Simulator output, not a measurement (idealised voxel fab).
Proc. module: voxel self aligned contacts
cross-section cut | 215 nm wide | cells 5 nm
Format of a cross-section: grid, square cells. Given as bands. Order: top down. Band: one or more rows of cells.
For a band, the entry starts with two heights in nm, that of the top and then that of the bottom, and carries on with the band's materials in order from left to right, each alongside its width in nm; the word "all across" beside a single material means it fills the band edge to edge, and "air" means empty space.
Zero point of the height axis is 0; under it, received wafer = one material. Lowest band: continues down indefinitely, "0 and below".
The two numbers in a width such as "30..40" mark its ends across the band: the first belongs to the top row of cells, the second to the bottom row, and from each row to the next the width moves by the same amount.
When a step is marked "no alteration", none of the cells in the cross-section changed during that step.
Listed closed voids: empty space of 8 cells or more with no open way to the top, each as width x height at its distance from the left edge, in nm
That trailing text on a step's line, after the settings, is the simulator's own remark on the step.
If you see "overlay nm" on a step's line and that step has a mask, it's telling you how far right of where it was planned the mask ended up; a negative number means it went left instead.
PROCESS STEPS FORESEEN IN THE PLAN
| 1 | RECEIVE (material Si) |
| 2 | OXIDIZE (depth nm 5) |
| 3 | DIRECTIONAL_DEP (material polySi; thk nm 20) |
| 4 | DIRECTIONAL_DEP (material SiN; thk nm 20) |
| 5 | PATTERN (tone cover; mask id GATE; material resist; width nm 25; pitch nm 60; thk nm 20; overlay nm 0) |
| 6 | DIRECTIONAL_ETCH (etch materials SiN; depth nm 20) |
| 7 | DIRECTIONAL_ETCH (etch materials polySi; depth nm 20) |
| 8 | STRIP (etch materials resist) |
| 9 | CONFORMAL_DEP (material SiN; thk nm 10) |
| 10 | DIRECTIONAL_ETCH (etch materials SiN; depth nm 10) |
| 11 | FILL_DEP (material SiO2; thk nm 15) |
| 12 | CMP (height nm 45) |
| 13 | DIRECTIONAL_DEP (material aC; thk nm 5) |
| 14 | PATTERN (tone open; mask id CONTACT; material resist; width nm 45; pitch nm 60; thk nm 35; overlay nm 0) |
| 15 | DIRECTIONAL_ETCH (etch materials aC; depth nm 15) |
| 16 | STRIP (etch materials resist) |
| 17 | DIRECTIONAL_ETCH (etch materials SiO2; depth nm 50) |
| 18 | STRIP (etch materials aC) |
| 19 | CONFORMAL_DEP (material TiN; thk nm 5) |
| 20 | FILL_DEP (material W; thk nm 5) |
| 21 | CMP (height nm 45) |
| 22 | CONFORMAL_DEP (material SiN; thk nm 5) |
The plan shows the thk nm of step 13 as the first wafer had it; this setting differs between the wafers, which start out alike.
CROSS-SECTION OF THE FIRST OF SEVERAL RECEIVED WAFERS, SHOWING ITS STATE AFTER STEP 1
0 and below = Si all across
Listed closed voids: none
POST STEP 22, THE CLOSING STEP OF THE MODULE: FIRST OF SEVERAL WAFERS, CROSS-SECTIONED
50 down to 45 = SiN all across
45 down to 40 = 55 SiO2  20 TiN  5 W  20 TiN  15 SiO2  20 TiN  5 W  20 TiN  55 SiO2
40 down to 20 = 25 SiO2  45 SiN  5 TiN  5 W  5 TiN  45 SiN  5 TiN  5 W  5 TiN  45 SiN  25 SiO2
20 down to 0 = 25 SiO2  10 SiN  25 polySi  10 SiN  5 TiN  5 W  5 TiN  10 SiN  25 polySi  10 SiN  5 TiN  5 W  5 TiN  10 SiN  25 polySi  10 SiN  25 SiO2
0 down to -5 = 70 SiO2  15 TiN  45 SiO2  15 TiN  70 SiO2
-5 and below = Si all across
Listed closed voids: none
A CROSS-SECTION THROUGH THE LAST WAFER AT THE CLOSE OF THE MODULE
50 down to 45 = SiN all across
45 down to 40 = SiO2 all across
40 down to 20 = 25 SiO2  45 SiN  15 SiO2  45 SiN  15 SiO2  45 SiN  25 SiO2
20 down to 0 = 25 SiO2  10 SiN  25 polySi  10 SiN  15 SiO2  10 SiN  25 polySi  10 SiN  15 SiO2  10 SiN  25 polySi  10 SiN  25 SiO2
0 down to -5 = SiO2 all across
-5 and below = Si all across
Listed closed voids: none
ROWS = WAFERS. AT MODULE END, EACH ROW LISTS PER MATERIAL THE CELLS GAINED (+) OR LOST (-) SINCE THE WAFER WAS RECEIVED, THEN THE CLOSED VOIDS
thk nm 5 | -43 Si | +199 SiN | +142 SiO2 | +54 TiN | +18 W | +60 polySi | Listed closed voids: none
thk nm 10 | -43 Si | +199 SiN | +142 SiO2 | +54 TiN | +18 W | +60 polySi | Listed closed voids: none
thk nm 15 | -43 Si | +199 SiN | +142 SiO2 | +54 TiN | +18 W | +60 polySi | Listed closed voids: none
thk nm 20 | -43 Si | +199 SiN | +214 SiO2 | +60 polySi | Listed closed voids: none
thk nm 25 | -43 Si | +199 SiN | +214 SiO2 | +60 polySi | Listed closed voids: none
thk nm 30 | -43 Si | +199 SiN | +214 SiO2 | +60 polySi | Listed closed voids: none
